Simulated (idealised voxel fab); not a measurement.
Module name: voxel transistor to metal (process module)
195 nm wide, 5 nm square cells: that's cross-section cut.
A cross-section is written here as square cells arranged in a grid, and it is given in bands from the top down, each band taking up one or more rows of cells.
Read a band's entry like this: the first values are the height of its top and the height of its bottom in nm, and what follows is the sequence of materials from left to right, each with its width in nm. Note that "empty" is empty space, and that a single material marked "edge to edge" reaches across the band from edge to edge.
Counting heights begins at 0, where everything beneath is, in the wafer as received, one material. The lowest band has no bottom; it goes on downwards, as "z 0 and below" shows.
A width such as "30 to 40" changes by the same amount from each row of cells to the next, from the band's top row to its bottom row.
"no modification" (step): cross-section cells unchanged, all of them.
Look at "Enclosed voids" for the closed voids: empty spaces with no open path to the top, sized 8 cells or up. Each is width x height at distance, distance from the left edge, all nm.
On each step's line, the part that comes after the settings is the simulator's own comment on the step.
overlay nm: mask right of planned place by this much (step with mask). Neg. = left.
Steps planned for the process:
1 op RECEIVE | material Si
2 op CONFORMAL_DEP | material SiO2 | thk nm 5
3 op CONFORMAL_DEP | material SiN | thk nm 15
4 op DIRECTIONAL_DEP | material aC | thk nm 15
5 op PATTERN | tone cover | mask id ACTIVE | material resist | width nm 95 | thk nm 30 | overlay nm 0
6 op DIRECTIONAL_ETCH | etch materials aC | depth nm 15
7 op STRIP | etch materials resist
8 op DIRECTIONAL_ETCH | etch materials SiN | depth nm 15
9 op DIRECTIONAL_ETCH | etch materials SiO2 | depth nm 5
10 op DIRECTIONAL_ETCH | etch materials Si | depth nm 25
11 op STRIP | etch materials aC
12 op OXIDIZE | depth nm 5
13 op FILL_DEP | material SiO2 | thk nm 10
14 op CMP | height nm 20
15 op SELECTIVE_ETCH | etch materials SiO2 | depth nm 15
16 op STRIP | etch materials SiN
17 op SELECTIVE_ETCH | etch materials SiO2 | depth nm 5
18 op OXIDIZE | depth nm 5
19 op DIRECTIONAL_DEP | material polySi | thk nm 30
20 op DIRECTIONAL_DEP | material SiCN | thk nm 10
21 op MASKED_ETCH | tone cover | mask id GATE | width nm 25 | etch materials SiCN | depth nm 20 | overlay nm 0
22 op MASKED_ETCH | tone cover | mask id GATE | width nm 25 | etch materials polySi | depth nm 40 | overlay nm 0
23 op CONFORMAL_DEP | material SiO2 | thk nm 5
24 op DIRECTIONAL_ETCH | etch materials SiO2 | depth nm 5
25 op CONFORMAL_DEP | material SiN | thk nm 10
26 op DIRECTIONAL_ETCH | etch materials SiN | depth nm 10
27 op DIRECTIONAL_ETCH | etch materials SiO2 | depth nm 5
28 op DIRECTIONAL_ETCH | etch materials Si | depth nm 10
29 op EPI | material SiGe | thk nm 10
30 op FILL_DEP | material SiO2 | thk nm 5
31 op CMP | height nm 40
32 op DIRECTIONAL_DEP | material SiO2 | thk nm 15
33 op DIRECTIONAL_DEP | material aC | thk nm 10
34 op PATTERN | tone open | mask id CONTACT | material resist | width nm 15 | pitch nm 70 | thk nm 25 | overlay nm 0
35 op DIRECTIONAL_ETCH | etch materials aC | depth nm 10
36 op STRIP | etch materials resist
37 op DIRECTIONAL_ETCH | etch materials SiO2 | depth nm 60
38 op STRIP | etch materials aC
39 op CONFORMAL_DEP | material TiN | thk nm 5
40 op FILL_DEP | material Ru | thk nm 5
41 op CMP | height nm 55
42 op CONFORMAL_DEP | material SiN | thk nm 5
43 op DIRECTIONAL_DEP | material lowk | thk nm 20
44 op PATTERN | tone open | mask id METAL_1 | material resist | width nm 15 | pitch nm 70 | thk nm 20 | overlay nm 0
45 op DIRECTIONAL_ETCH | etch materials lowk | depth nm 20
46 op DIRECTIONAL_ETCH | etch materials SiN | depth nm 5
47 op STRIP | etch materials resist
48 op CONFORMAL_DEP | material TiN | thk nm 5
49 op FILL_DEP | material W | thk nm 10
50 op CMP | height nm 80
51 op CONFORMAL_DEP | material SiCN | thk nm 5
52 op DIRECTIONAL_DEP | material lowk | thk nm 35
53 op PATTERN | tone open | mask id METAL_2 | material resist | width nm 15 | pitch nm 70 | thk nm 15 | overlay nm 0
54 op DIRECTIONAL_ETCH | etch materials lowk | depth nm 20
55 op STRIP | etch materials resist
56 op PATTERN | tone open | mask id METAL_2_HOLES | material resist | width nm 15 | pitch nm 70 | thk nm 20 | overlay nm 0
57 op DIRECTIONAL_ETCH | etch materials lowk | depth nm 15
58 op DIRECTIONAL_ETCH | etch materials SiCN | depth nm 5
59 op STRIP | etch materials resist
60 op CONFORMAL_DEP | material TiN | thk nm 5
61 op FILL_DEP | material Cu | thk nm 5
62 op CMP | height nm 120
63 op CONFORMAL_DEP | material SiCN | thk nm 5
Incoming wafer, cross-sectional view, post step 1:
	z 0 and below  Si edge to edge
	Enclosed voids: none
The cross-section shown corresponds to the wafer at the conclusion of the module. The initial structure and the process plan are those presented above; however, one mistake occurred in executing the plan:
	z 125 to 120  SiCN edge to edge
	z 120 to 85  55 nm lowk  5 nm TiN  5 nm Cu  5 nm TiN  55 nm lowk  5 nm TiN  5 nm Cu  5 nm TiN  55 nm lowk
	z 85 to 80  55 nm SiCN  15 nm TiN  55 nm SiCN  15 nm TiN  55 nm SiCN
	z 80 to 65  55 nm lowk  5 nm TiN  5 nm W  5 nm TiN  55 nm lowk  5 nm TiN  5 nm W  5 nm TiN  55 nm lowk
	z 65 to 60  55 nm lowk  15 nm TiN  55 nm lowk  15 nm TiN  55 nm lowk
	z 60 to 55  Ru edge to edge
	z 55 to 40  55 nm SiO2  5 nm TiN  5 nm Ru  5 nm TiN  55 nm SiO2  5 nm TiN  5 nm Ru  5 nm TiN  55 nm SiO2
	z 40 to 30  55 nm SiO2  5 nm TiN  5 nm Ru  5 nm TiN  10 nm SiN  5 nm SiO2  25 nm SiCN  5 nm SiO2  10 nm SiN  5 nm TiN  5 nm Ru  5 nm TiN  55 nm SiO2
	z 30 to 10  55 nm SiO2  5 nm TiN  5 nm Ru  5 nm TiN  10 nm SiN  5 nm SiO2  25 nm polySi  5 nm SiO2  10 nm SiN  5 nm TiN  5 nm Ru  5 nm TiN  55 nm SiO2
	z 10 to 5  55 nm SiO2  15 nm TiN  10 nm SiN  5 nm SiO2  25 nm polySi  5 nm SiO2  10 nm SiN  15 nm TiN  55 nm SiO2
	z 5 to 0  55 nm SiO2  5 nm TiN  10 nm SiGe  10 nm SiN  5 nm SiO2  25 nm polySi  5 nm SiO2  10 nm SiN  10 nm SiGe  5 nm TiN  55 nm SiO2
	z 0 to -5  55 nm SiO2  5 nm TiN  10 nm SiGe  55 nm SiO2  10 nm SiGe  5 nm TiN  55 nm SiO2
	z -5 to -15  55 nm SiO2  15 nm SiGe  55 nm Si  15 nm SiGe  55 nm SiO2
	z -15 to -30  55 nm SiO2  85 nm Si  55 nm SiO2
	z -30 and below  Si edge to edge
	Enclosed voids: none
The mistake made against the process plan was this: so step 42 ended up running with a different setting than we planned, it ran as op CONFORMAL_DEP | material Ru | thk nm 5
